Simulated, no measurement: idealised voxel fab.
The document below concerns the process module designated voxel released beams.
cross-section cut | 190 nm wide | cells 5 nm
Cross-section, as written here: a square-cell grid given band by band from the top down, where a band holds one or more rows of cells.
The entry gives the band's vertical extent as a top height and a bottom height in nm, then its horizontal make-up as materials from left to right, each with a width in nm. "empty" stands for empty space; a single material marked "throughout" fills the band edge to edge.
We count height from 0. Below that, the starting wafer is all one material. The lowest band never ends at the bottom but goes on down; see "0 nm and below" for how that is written.
The two numbers in a width such as "30..40" mark its ends across the band: the first belongs to the top row of cells, the second to the bottom row, and from each row to the next the width moves by the same amount.
"identical to before" for a step: no cell of the cross-section changed in that step.
What "Enclosed voids" gives you is every empty space of 8 cells or more that is cut off from the top. Each appears as width x height at distance, with the distance taken from the left edge and width, height and distance all in nm.
What comes after the settings on a step's line is commentary from the simulator itself on that step.
A step's line can hold "overlay nm"; with a mask on that step, the setting says how far right of the planned place the mask lay, while a negative setting says it lay to the left.

### The steps planned for the process are as follows
1) RECEIVE with material Si
2) CONFORMAL_DEP with material Al2O3, thk nm 5
3) DIRECTIONAL_DEP with material SiO2, thk nm 20
4) MASKED_ETCH with tone open, mask id ANCHOR, width nm 35, etch materials SiO2, depth nm 20, overlay nm 0
5) CONFORMAL_DEP with material W, thk nm 15
6) DIRECTIONAL_DEP with material aC, thk nm 10
7) PATTERN with tone cover, mask id BEAM, material resist, width nm 105, thk nm 25, overlay nm 0
8) DIRECTIONAL_ETCH with etch materials aC, depth nm 10
9) STRIP with etch materials resist
10) DIRECTIONAL_ETCH with etch materials W, depth nm 15
11) STRIP with etch materials aC
12) STRIP with etch materials SiO2
For this document, wafers share an identical start and vary in the step 7 width nm; the plan quotes the first wafer's value.

### This is how the first of several wafers looked in cross-section when it arrived, which is after step 1
	0 nm and below  Si throughout
	Enclosed voids: none

### Per wafer (row), end of module: delta in cells per material since receipt, (+) for gained, (-) for lost; closed voids after that
width nm 105 | +38 Al2O3 | +87 W | Enclosed voids: none
width nm 110 | +38 Al2O3 | +90 W | Enclosed voids: none
width nm 115 | +38 Al2O3 | +93 W | Enclosed voids: none
width nm 120 | +38 Al2O3 | +96 W | Enclosed voids: none
width nm 125 | +38 Al2O3 | +99 W | Enclosed voids: none
width nm 130 | +38 Al2O3 | +102 W | Enclosed voids: none
